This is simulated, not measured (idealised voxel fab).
process module | voxel transistor to metal
cross-section cut | 285 nm wide | cells 5 nm
A cross-section is a grid of square cells, given in bands from the top down. A band is one or more rows of cells.
Each band's line starts with the height of the band's top and of its bottom, in nm. Then come its materials from left to right, each with its width in nm. One material with "throughout" fills the band from edge to edge. "air" is empty space.
Height 0 is the level under which the wafer as received is all one material. The lowest band goes on downwards, as in "0 down".
A width such as "30 to 40" changes by the same amount from each row of cells to the next, from the band's top row to its bottom row.
"no change" after a step means that no cell of the cross-section changed.
closed voids: empty space of 8 cells or more with no open way to the top, each as width x height at its distance from the left edge, in nm
after a step's settings: what the simulator itself notes on the step
overlay nm, on a step with a mask: how far to the right of its planned place the mask lay; to the left if negative
plan
1 op RECEIVE | material Si
2 op OXIDIZE | depth nm 5
3 op CONFORMAL_DEP | material SiN | thk nm 15
4 op MASKED_ETCH | tone cover | mask id ACTIVE | width nm 115 | pitch nm 140 | etch materials SiN | depth nm 15 | overlay nm 0
5 op MASKED_ETCH | tone cover | mask id ACTIVE | width nm 115 | pitch nm 140 | etch materials SiO2 | depth nm 5 | overlay nm 0
6 op MASKED_ETCH | tone cover | mask id ACTIVE | width nm 115 | pitch nm 140 | etch materials Si | depth nm 30 | overlay nm 0
7 op OXIDIZE | depth nm 5
8 op FILL_DEP | material SiO2 | thk nm 5
9 op CMP | height nm 15
10 op SELECTIVE_ETCH | etch materials SiO2 | depth nm 5
11 op STRIP | etch materials SiN
12 op SELECTIVE_ETCH | etch materials SiO2 | depth nm 5
13 op OXIDIZE | depth nm 5
14 op DIRECTIONAL_DEP | material polySi | thk nm 20
15 op DIRECTIONAL_DEP | material SiCN | thk nm 10
16 op DIRECTIONAL_DEP | material aC | thk nm 15
17 op PATTERN | tone cover | mask id GATE | material resist | width nm 25 | pitch nm 140 | thk nm 30 | overlay nm 0
18 op DIRECTIONAL_ETCH | etch materials aC | depth nm 15
19 op STRIP | etch materials resist
20 op DIRECTIONAL_ETCH | etch materials SiCN | depth nm 20
21 op DIRECTIONAL_ETCH | etch materials polySi | depth nm 30
22 op STRIP | etch materials aC
23 op CONFORMAL_DEP | material SiN | thk nm 10
24 op DIRECTIONAL_ETCH | etch materials SiN | depth nm 10
25 op DIRECTIONAL_ETCH | etch materials SiO2 | depth nm 5
26 op DIRECTIONAL_ETCH | etch materials Si | depth nm 15
27 op EPI | material SiGe | thk nm 15
28 op FILL_DEP | material SiO2 | thk nm 5
29 op CMP | height nm 15
30 op STRIP | etch materials polySi
31 op SELECTIVE_ETCH | etch materials SiO2 | depth nm 5
32 op CONFORMAL_DEP | material HfO2 | thk nm 5
33 op CONFORMAL_DEP | material TiN | thk nm 5
34 op FILL_DEP | material W | thk nm 5
35 op CMP | height nm 10
36 op DIRECTIONAL_DEP | material SiO2 | thk nm 15
37 op MASKED_ETCH | tone open | mask id CONTACT | width nm 20 | etch materials SiO2 | depth nm 35 | overlay nm 0
38 op CONFORMAL_DEP | material TiN | thk nm 5
39 op FILL_DEP | material Ru | thk nm 5
40 op CMP | height nm 25
41 op CONFORMAL_DEP | material SiCN | thk nm 5
42 op DIRECTIONAL_DEP | material SiO2 | thk nm 25
43 op DIRECTIONAL_DEP | material aC | thk nm 10
44 op PATTERN | tone open | mask id METAL_1 | material resist | width nm 15 | thk nm 30 | overlay nm 0
45 op DIRECTIONAL_ETCH | etch materials aC | depth nm 10
46 op STRIP | etch materials resist
47 op DIRECTIONAL_ETCH | etch materials SiO2 | depth nm 25
48 op DIRECTIONAL_ETCH | etch materials SiCN | depth nm 5
49 op STRIP | etch materials aC
50 op CONFORMAL_DEP | material TiN | thk nm 5
51 op FILL_DEP | material W | thk nm 5
52 op CMP | height nm 55
53 op CONFORMAL_DEP | material SiCN | thk nm 5
54 op DIRECTIONAL_DEP | material SiO2 | thk nm 25
55 op MASKED_ETCH | tone open | mask id METAL_2_HOLES | width nm 15 | pitch nm 140 | etch materials SiO2 | depth nm 25 | overlay nm 0
56 op DIRECTIONAL_DEP | material aC | thk nm 10
57 op PATTERN | tone open | mask id METAL_2 | material resist | width nm 20 | pitch nm 140 | thk nm 25 | overlay nm 0
58 op DIRECTIONAL_ETCH | etch materials aC | depth nm 10
59 op STRIP | etch materials resist
60 op DIRECTIONAL_ETCH | etch materials SiO2 | depth nm 15
61 op DIRECTIONAL_ETCH | etch materials SiCN | depth nm 5
62 op STRIP | etch materials aC
63 op CONFORMAL_DEP | material TiN | thk nm 5
64 op FILL_DEP | material Cu | thk nm 5
65 op CMP | height nm 85
66 op CONFORMAL_DEP | material SiCN | thk nm 5
varied across the wafers: width nm of step 44. The plan shows the first wafer's value. All wafers start alike
first wafer as received, after step 1
  0 down: Si throughout
  closed voids: none
first wafer at the end, after step 66
  90 to 85: SiCN throughout
  85 to 75: SiO2 20 | TiN 5 | Cu 10 | TiN 5 | SiO2 120 | TiN 5 | Cu 10 | TiN 5 | SiO2 105
  75 to 70: SiO2 20 | TiN 5 | Cu 5 | TiN 10 | SiO2 120 | TiN 5 | Cu 5 | TiN 10 | SiO2 105
  70 to 60: SiO2 20 | TiN 5 | Cu 5 | TiN 5 | SiO2 125 | TiN 5 | Cu 5 | TiN 5 | SiO2 110
  60 to 55: SiCN 20 | TiN 15 | SiCN 125 | TiN 15 | SiCN 110
  55 to 30: SiO2 25 | TiN 5 | W 5 | TiN 5 | SiO2 70 | TiN 5 | W 5 | TiN 5 | SiO2 40 | TiN 5 | W 5 | TiN 5 | SiO2 70 | TiN 5 | W 5 | TiN 5 | SiO2 20
  30 to 25: SiCN 25 | TiN 15 | SiCN 70 | TiN 15 | SiCN 40 | TiN 15 | SiCN 70 | TiN 15 | SiCN 20
  25 to 10: SiO2 20 | TiN 5 | Ru 10 | TiN 5 | SiO2 65 | TiN 5 | Ru 10 | TiN 5 | SiO2 35 | TiN 5 | Ru 10 | TiN 5 | SiO2 65 | TiN 5 | Ru 10 | TiN 5 | SiO2 20
  10 to 5: SiO2 20 | TiN 5 | Ru 5 | TiN 10 | SiO2 10 | SiN 10 | HfO2 5 | TiN 5 | W 5 | TiN 5 | HfO2 5 | SiN 10 | SiO2 10 | TiN 10 | Ru 5 | TiN 5 | SiO2 35 | TiN 5 | Ru 5 | TiN 10 | SiO2 10 | SiN 10 | HfO2 5 | TiN 5 | W 5 | TiN 5 | HfO2 5 | SiN 10 | SiO2 10 | TiN 10 | Ru 5 | TiN 5 | SiO2 20
  5 to 0: SiO2 10 | SiN 10 | TiN 5 | Ru 5 | TiN 5 | SiGe 15 | SiN 10 | HfO2 5 | TiN 5 | W 5 | TiN 5 | HfO2 5 | SiN 10 | SiGe 15 | TiN 5 | Ru 5 | TiN 5 | SiN 10 | SiO2 15 | SiN 10 | TiN 5 | Ru 5 | TiN 5 | SiGe 15 | SiN 10 | HfO2 5 | TiN 5 | W 5 | TiN 5 | HfO2 5 | SiN 10 | SiGe 15 | TiN 5 | Ru 5 | TiN 5 | SiN 10 | SiO2 10
  0 to -5: SiO2 10 | SiN 10 | TiN 5 | Ru 5 | TiN 5 | SiGe 15 | SiN 10 | HfO2 5 | TiN 15 | HfO2 5 | SiN 10 | SiGe 15 | TiN 5 | Ru 5 | TiN 5 | SiN 10 | SiO2 15 | SiN 10 | TiN 5 | Ru 5 | TiN 5 | SiGe 15 | SiN 10 | HfO2 5 | TiN 15 | HfO2 5 | SiN 10 | SiGe 15 | TiN 5 | Ru 5 | TiN 5 | SiN 10 | SiO2 10
  -5 to -10: SiO2 20 | TiN 15 | SiGe 15 | SiO2 5 | HfO2 35 | SiO2 5 | SiGe 15 | TiN 15 | SiO2 35 | TiN 15 | SiGe 15 | SiO2 5 | HfO2 35 | SiO2 5 | SiGe 15 | TiN 15 | SiO2 20
  -10 to -25: SiO2 20 | SiGe 30 | Si 45 | SiGe 30 | SiO2 35 | SiGe 30 | Si 45 | SiGe 30 | SiO2 20
  -25 to -40: SiO2 20 | Si 105 | SiO2 35 | Si 105 | SiO2 20
  -40 down: Si throughout
  closed voids: none
last wafer at the end
  90 to 85: SiCN throughout
  85 to 75: SiO2 20 | TiN 5 | Cu 10 | TiN 5 | SiO2 120 | TiN 5 | Cu 10 | TiN 5 | SiO2 105
  75 to 70: SiO2 20 | TiN 5 | Cu 5 | TiN 10 | SiO2 120 | TiN 5 | Cu 5 | TiN 10 | SiO2 105
  70 to 60: SiO2 20 | TiN 5 | Cu 5 | TiN 5 | SiO2 125 | TiN 5 | Cu 5 | TiN 5 | SiO2 110
  60 to 55: SiCN 20 | TiN 15 | SiCN 125 | TiN 15 | SiCN 110
  55 to 30: SiO2 15 | TiN 5 | W 20 | TiN 5 | SiO2 55 | TiN 5 | W 20 | TiN 5 | SiO2 25 | TiN 5 | W 20 | TiN 5 | SiO2 55 | TiN 5 | W 20 | TiN 5 | SiO2 15
  30 to 25: SiCN 15 | TiN 30 | SiCN 55 | TiN 30 | SiCN 25 | TiN 30 | SiCN 55 | TiN 30 | SiCN 15
  25 to 10: SiO2 20 | TiN 5 | Ru 10 | TiN 5 | SiO2 65 | TiN 5 | Ru 10 | TiN 5 | SiO2 35 | TiN 5 | Ru 10 | TiN 5 | SiO2 65 | TiN 5 | Ru 10 | TiN 5 | SiO2 20
  10 to 5: SiO2 20 | TiN 5 | Ru 5 | TiN 10 | SiO2 10 | SiN 10 | HfO2 5 | TiN 5 | W 5 | TiN 5 | HfO2 5 | SiN 10 | SiO2 10 | TiN 10 | Ru 5 | TiN 5 | SiO2 35 | TiN 5 | Ru 5 | TiN 10 | SiO2 10 | SiN 10 | HfO2 5 | TiN 5 | W 5 | TiN 5 | HfO2 5 | SiN 10 | SiO2 10 | TiN 10 | Ru 5 | TiN 5 | SiO2 20
  5 to 0: SiO2 10 | SiN 10 | TiN 5 | Ru 5 | TiN 5 | SiGe 15 | SiN 10 | HfO2 5 | TiN 5 | W 5 | TiN 5 | HfO2 5 | SiN 10 | SiGe 15 | TiN 5 | Ru 5 | TiN 5 | SiN 10 | SiO2 15 | SiN 10 | TiN 5 | Ru 5 | TiN 5 | SiGe 15 | SiN 10 | HfO2 5 | TiN 5 | W 5 | TiN 5 | HfO2 5 | SiN 10 | SiGe 15 | TiN 5 | Ru 5 | TiN 5 | SiN 10 | SiO2 10
  0 to -5: SiO2 10 | SiN 10 | TiN 5 | Ru 5 | TiN 5 | SiGe 15 | SiN 10 | HfO2 5 | TiN 15 | HfO2 5 | SiN 10 | SiGe 15 | TiN 5 | Ru 5 | TiN 5 | SiN 10 | SiO2 15 | SiN 10 | TiN 5 | Ru 5 | TiN 5 | SiGe 15 | SiN 10 | HfO2 5 | TiN 15 | HfO2 5 | SiN 10 | SiGe 15 | TiN 5 | Ru 5 | TiN 5 | SiN 10 | SiO2 10
  -5 to -10: SiO2 20 | TiN 15 | SiGe 15 | SiO2 5 | HfO2 35 | SiO2 5 | SiGe 15 | TiN 15 | SiO2 35 | TiN 15 | SiGe 15 | SiO2 5 | HfO2 35 | SiO2 5 | SiGe 15 | TiN 15 | SiO2 20
  -10 to -25: SiO2 20 | SiGe 30 | Si 45 | SiGe 30 | SiO2 35 | SiGe 30 | Si 45 | SiGe 30 | SiO2 20
  -25 to -40: SiO2 20 | Si 105 | SiO2 35 | Si 105 | SiO2 20
  -40 down: Si throughout
  closed voids: none
each wafer at the end: cells of each material gained (+) or lost (-) since it was received, then its closed voids
width nm 15 | +14 Cu | +26 HfO2 | +36 Ru | -276 Si | +153 SiCN | +108 SiGe | +40 SiN | +743 SiO2 | +158 TiN | +24 W | closed voids: none
width nm 20 | +14 Cu | +26 HfO2 | +36 Ru | -276 Si | +149 SiCN | +108 SiGe | +40 SiN | +723 SiO2 | +162 TiN | +44 W | closed voids: none
width nm 25 | +14 Cu | +26 HfO2 | +36 Ru | -276 Si | +145 SiCN | +108 SiGe | +40 SiN | +703 SiO2 | +166 TiN | +64 W | closed voids: none
width nm 30 | +14 Cu | +26 HfO2 | +36 Ru | -276 Si | +141 SiCN | +108 SiGe | +40 SiN | +683 SiO2 | +170 TiN | +84 W | closed voids: none
